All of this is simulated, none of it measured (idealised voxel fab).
Presented below is a process module, voxel released beams.
cross-section cut | 205 nm wide | cells 5 nm
In what follows, cross-sections appear as grids of square cells, described through bands that run from the top down, where every band is one or more rows of cells. The band entry comprises the height of the band's top followed by the height of its bottom, expressed in nm, and subsequently the band's materials from left to right, each stated together with its width in nm. Where a single material is marked with the word "throughout", that material fills the band from edge to edge. The word "empty" represents empty space. Height reference: 0 = level under which incoming wafer is all one material. Lowest band: no bottom, runs on downward, e.g. "0..down". So if you see something like "30->40" for the width, read it as the top row of the band sitting at the first number and the bottom row at the second, with every row in between moving by the same amount as the last. No cell of the cross-section changed in a step that is given as "stayed the same". Empty spaces without an open route to the top, at least 8 cells in extent, make up the entry "Sealed void listing"; each is given as width x height at distance, where the distance is measured from the left edge, and all are in nm. Note: text after step settings on the step line = simulator remark on that step. overlay nm: how far to the right of its planned place the mask lay on this masked step (negative: to the left).
**Process steps foreseen in the plan**
- 1: RECEIVE with material Si
- 2: CONFORMAL_DEP with material SiN, thk nm 5
- 3: DIRECTIONAL_DEP with material SiO2, thk nm 15
- 4: PATTERN with tone open, mask id ANCHOR, material resist, width nm 35, thk nm 20, overlay nm 0
- 5: DIRECTIONAL_ETCH with etch materials SiO2, depth nm 15
- 6: STRIP with etch materials resist
- 7: CONFORMAL_DEP with material TiN, thk nm 15
- 8: PATTERN with tone cover, mask id BEAM, material resist, width nm 105, thk nm 15, overlay nm 0
- 9: DIRECTIONAL_ETCH with etch materials TiN, depth nm 15
- 10: STRIP with etch materials resist
- 11: STRIP with etch materials SiO2
**First of two wafers, with the run carried out as planned**
**Shown in cross-section is the wafer as received, that is, as it stands after step 1**
	0..down | Si throughout
	Sealed void listing: none
**State of the wafer after step 2, shown in cross-section**
	5..0 | SiN throughout
	Whatever lies below 0 is exactly as it was before.
**State of the wafer after step 3, shown in cross-section**
	20..5 | SiO2 throughout
	Whatever lies below 5 is exactly as it was before.
**State of the wafer after step 4, shown in cross-section**
	40..20 | resist=50  empty=35  resist=120
	Whatever lies below 20 is exactly as it was before.
**State of the wafer after step 5, shown in cross-section**
	40..20 | resist=50  empty=35  resist=120
	20..5 | SiO2=50  empty=35  SiO2=120
	Whatever lies below 5 is exactly as it was before.
**State of the wafer after step 6, shown in cross-section**
	20..5 | SiO2=50  empty=35  SiO2=120
	Whatever lies below 5 is exactly as it was before.
**State of the wafer after step 7, shown in cross-section**
	35..20 | TiN=65  empty=5  TiN=135
	20..5 | SiO2=50  TiN=35  SiO2=120
	Whatever lies below 5 is exactly as it was before.
**State of the wafer after step 8, shown in cross-section**
	50..35 | empty=45  resist=105  empty=55
	35..20 | TiN=65  resist=5  TiN=135
	Whatever lies below 20 is exactly as it was before.
**State of the wafer after step 9, shown in cross-section**
	50..35 | empty=45  resist=105  empty=55
	35..20 | empty=45  TiN=20  resist=5  TiN=80  empty=55
	Whatever lies below 20 is exactly as it was before.
**State of the wafer after step 10, shown in cross-section**
	35..20 | empty=45  TiN=20  empty=5  TiN=80  empty=55
	Whatever lies below 20 is exactly as it was before.
**State of the wafer after step 11, shown in cross-section**
	35..20 | empty=45  TiN=20  empty=5  TiN=80  empty=55
	20..5 | empty=50  TiN=35  empty=120
	Whatever lies below 5 is exactly as it was before.
**Wafer two: like wafer one in start and plan, but with one mistake in execution; identical up to and including step 1**
**Cross-section of the second wafer at the time by which step 2 should have been completed according to the plan**
	15..0 | SiO2 throughout
	Whatever lies below 0 is exactly as it was before.
**Cross-section of the second wafer at the time by which step 3 should have been completed according to the plan**
	20..15 | SiN throughout
	Whatever lies below 15 is exactly as it was before.
**Cross-section of the second wafer at the time by which step 4 should have been completed according to the plan**
	40..20 | resist=50  empty=35  resist=120
	Whatever lies below 20 is exactly as it was before.
Cross-section of the second wafer at the time by which step 5 should have been completed according to the plan: stayed the same
**Cross-section of the second wafer at the time by which step 6 should have been completed according to the plan**
	20..15 | SiN throughout
	Whatever lies below 15 is exactly as it was before.
**Cross-section of the second wafer at the time by which step 7 should have been completed according to the plan**
	35..20 | TiN throughout
	Whatever lies below 20 is exactly as it was before.
**Cross-section of the second wafer at the time by which step 8 should have been completed according to the plan**
	50..35 | empty=45  resist=105  empty=55
	Whatever lies below 35 is exactly as it was before.
**Cross-section of the second wafer at the time by which step 9 should have been completed according to the plan**
	50..35 | empty=45  resist=105  empty=55
	35..20 | empty=45  TiN=105  empty=55
	Whatever lies below 20 is exactly as it was before.
**Cross-section of the second wafer at the time by which step 10 should have been completed according to the plan**
	35..20 | empty=45  TiN=105  empty=55
	Whatever lies below 20 is exactly as it was before.
Cross-section of the second wafer at the time by which step 11 should have been completed according to the plan: stayed the same
What was the processing mistake? deviation from plan: step 3 and step 2 executed in one another's positions
End of process, cell counts, second wafer against first, materials with more or fewer: SiO2: 123 more, TiN: 18 fewer
